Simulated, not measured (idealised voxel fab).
process module | voxel self aligned vias
cross-section cut | 280 nm wide | cells 5 nm
A cross-section is a grid of square cells, given in bands from the top down. A band is one or more rows of cells.
Each band's line starts with the height of the band's top and of its bottom, in nm. Then come its materials from left to right, each with its width in nm. One material with "throughout" fills the band from edge to edge. "air" is empty space.
Height 0 is the level under which the wafer as received is all one material. The lowest band goes on downwards, as in "0 down".
A width such as "30 to 40" changes by the same amount from each row of cells to the next, from the band's top row to its bottom row.
"no change" after a step means that no cell of the cross-section changed.
closed voids: empty space of 8 cells or more with no open way to the top, each as width x height at its distance from the left edge, in nm
after a step's settings: what the simulator itself notes on the step
overlay nm, on a step with a mask: how far to the right of its planned place the mask lay; to the left if negative
plan
1 op RECEIVE | material Si
2 op CONFORMAL_DEP | material SiO2 | thk nm 10
3 op CONFORMAL_DEP | material SiCN | thk nm 5
4 op DIRECTIONAL_DEP | material lowk | thk nm 30
5 op DIRECTIONAL_DEP | material aC | thk nm 15
6 op PATTERN | tone open | mask id LINES | material resist | width nm 30 | pitch nm 65 | thk nm 35 | overlay nm 0
7 op DIRECTIONAL_ETCH | etch materials aC | depth nm 15
8 op STRIP | etch materials resist
9 op DIRECTIONAL_ETCH | etch materials lowk | depth nm 30
10 op STRIP | etch materials aC
11 op CONFORMAL_DEP | material TiN | thk nm 5
12 op FILL_DEP | material W | thk nm 10
13 op CMP | height nm 45
14 op SELECTIVE_ETCH | etch materials W Ru TiN | depth nm 10
15 op FILL_DEP | material SiN | thk nm 5
16 op CMP | height nm 45
17 op DIRECTIONAL_DEP | material lowk | thk nm 20
18 op MASKED_ETCH | tone open | mask id VIAS | width nm 50 | pitch nm 65 | etch materials lowk | depth nm 20 | overlay nm 0
19 op MASKED_ETCH | tone open | mask id VIAS | width nm 50 | pitch nm 65 | etch materials SiN | depth nm 10 | overlay nm 0
20 op CONFORMAL_DEP | material TiN | thk nm 5
21 op FILL_DEP | material Ru | thk nm 10
22 op CMP | height nm 65
23 op CONFORMAL_DEP | material SiN | thk nm 5
first wafer, as planned
as received, after step 1
  0 down: Si throughout
  closed voids: none
after step 2
  10 to 0: SiO2 throughout
  below 0: unchanged
after step 3
  15 to 10: SiCN throughout
  below 10: unchanged
after step 4
  45 to 15: lowk throughout
  below 15: unchanged
after step 5
  60 to 45: aC throughout
  below 45: unchanged
after step 6
  95 to 60: resist 60 | air 30 | resist 35 | air 30 | resist 35 | air 30 | resist 60
  below 60: unchanged
after step 7
  80 to 60: resist 60 | air 30 | resist 35 | air 30 | resist 35 | air 30 | resist 60
  60 to 45: aC 60 | air 30 | aC 35 | air 30 | aC 35 | air 30 | aC 60
  below 45: unchanged
after step 8
  60 to 45: aC 60 | air 30 | aC 35 | air 30 | aC 35 | air 30 | aC 60
  below 45: unchanged
after step 9
  60 to 45: aC 60 | air 30 | aC 35 | air 30 | aC 35 | air 30 | aC 60
  45 to 15: lowk 60 | air 30 | lowk 35 | air 30 | lowk 35 | air 30 | lowk 60
  below 15: unchanged
after step 10
  45 to 15: lowk 60 | air 30 | lowk 35 | air 30 | lowk 35 | air 30 | lowk 60
  below 15: unchanged
after step 11
  50 to 45: TiN 65 | air 20 | TiN 45 | air 20 | TiN 45 | air 20 | TiN 65
  45 to 20: lowk 60 | TiN 5 | air 20 | TiN 5 | lowk 35 | TiN 5 | air 20 | TiN 5 | lowk 35 | TiN 5 | air 20 | TiN 5 | lowk 60
  20 to 15: lowk 60 | TiN 30 | lowk 35 | TiN 30 | lowk 35 | TiN 30 | lowk 60
  below 15: unchanged
after step 12
  60 to 50: W throughout
  50 to 45: TiN 65 | W 20 | TiN 45 | W 20 | TiN 45 | W 20 | TiN 65
  45 to 20: lowk 60 | TiN 5 | W 20 | TiN 5 | lowk 35 | TiN 5 | W 20 | TiN 5 | lowk 35 | TiN 5 | W 20 | TiN 5 | lowk 60
  below 20: unchanged
after step 13
  45 to 20: lowk 60 | TiN 5 | W 20 | TiN 5 | lowk 35 | TiN 5 | W 20 | TiN 5 | lowk 35 | TiN 5 | W 20 | TiN 5 | lowk 60
  below 20: unchanged
after step 14
  45 to 35: lowk 60 | air 30 | lowk 35 | air 30 | lowk 35 | air 30 | lowk 60
  below 35: unchanged
after step 15
  50 to 45: SiN throughout
  45 to 35: lowk 60 | SiN 30 | lowk 35 | SiN 30 | lowk 35 | SiN 30 | lowk 60
  below 35: unchanged
after step 16
  45 to 35: lowk 60 | SiN 30 | lowk 35 | SiN 30 | lowk 35 | SiN 30 | lowk 60
  below 35: unchanged
after step 17
  65 to 45: lowk throughout
  below 45: unchanged
after step 18
  65 to 45: lowk 50 | air 50 | lowk 15 | air 50 | lowk 15 | air 50 | lowk 50
  below 45: unchanged
after step 19
  65 to 45: lowk 50 | air 50 | lowk 15 | air 50 | lowk 15 | air 50 | lowk 50
  45 to 35: lowk 60 | air 30 | lowk 35 | air 30 | lowk 35 | air 30 | lowk 60
  below 35: unchanged
after step 20
  70 to 65: TiN 55 | air 40 | TiN 25 | air 40 | TiN 25 | air 40 | TiN 55
  65 to 50: lowk 50 | TiN 5 | air 40 | TiN 5 | lowk 15 | TiN 5 | air 40 | TiN 5 | lowk 15 | TiN 5 | air 40 | TiN 5 | lowk 50
  50 to 40: lowk 50 to 60 | TiN 15 to 5 | air 20 | TiN 15 to 5 | lowk 15 to 35 | TiN 15 to 5 | air 20 | TiN 15 to 5 | lowk 15 to 35 | TiN 15 to 5 | air 20 | TiN 15 to 5 | lowk 50 to 60
  40 to 35: lowk 60 | TiN 30 | lowk 35 | TiN 30 | lowk 35 | TiN 30 | lowk 60
  below 35: unchanged
after step 21
  80 to 70: Ru throughout
  70 to 65: TiN 55 | Ru 40 | TiN 25 | Ru 40 | TiN 25 | Ru 40 | TiN 55
  65 to 50: lowk 50 | TiN 5 | Ru 40 | TiN 5 | lowk 15 | TiN 5 | Ru 40 | TiN 5 | lowk 15 | TiN 5 | Ru 40 | TiN 5 | lowk 50
  50 to 40: lowk 50 to 60 | TiN 15 to 5 | Ru 20 | TiN 15 to 5 | lowk 15 to 35 | TiN 15 to 5 | Ru 20 | TiN 15 to 5 | lowk 15 to 35 | TiN 15 to 5 | Ru 20 | TiN 15 to 5 | lowk 50 to 60
  below 40: unchanged
after step 22
  65 to 50: lowk 50 | TiN 5 | Ru 40 | TiN 5 | lowk 15 | TiN 5 | Ru 40 | TiN 5 | lowk 15 | TiN 5 | Ru 40 | TiN 5 | lowk 50
  below 50: unchanged
after step 23
  70 to 65: SiN throughout
  below 65: unchanged
second wafer: like start, like plan, one mistake. Through step 20 it matches the first wafer
when step 21 should have ended
  80 to 70: aC throughout
  70 to 65: TiN 55 | aC 40 | TiN 25 | aC 40 | TiN 25 | aC 40 | TiN 55
  65 to 50: lowk 50 | TiN 5 | aC 40 | TiN 5 | lowk 15 | TiN 5 | aC 40 | TiN 5 | lowk 15 | TiN 5 | aC 40 | TiN 5 | lowk 50
  50 to 40: lowk 50 to 60 | TiN 15 to 5 | aC 20 | TiN 15 to 5 | lowk 15 to 35 | TiN 15 to 5 | aC 20 | TiN 15 to 5 | lowk 15 to 35 | TiN 15 to 5 | aC 20 | TiN 15 to 5 | lowk 50 to 60
  below 40: unchanged
when step 22 should have ended
  65 to 50: lowk 50 | TiN 5 | aC 40 | TiN 5 | lowk 15 | TiN 5 | aC 40 | TiN 5 | lowk 15 | TiN 5 | aC 40 | TiN 5 | lowk 50
  below 50: unchanged
when step 23 should have ended
  70 to 65: SiN throughout
  below 65: unchanged
what went wrong: step 21 ran as: op FILL_DEP | material aC | thk nm 10
at the end the second wafer has, in cells: 96 fewer of Ru | 96 more of aC
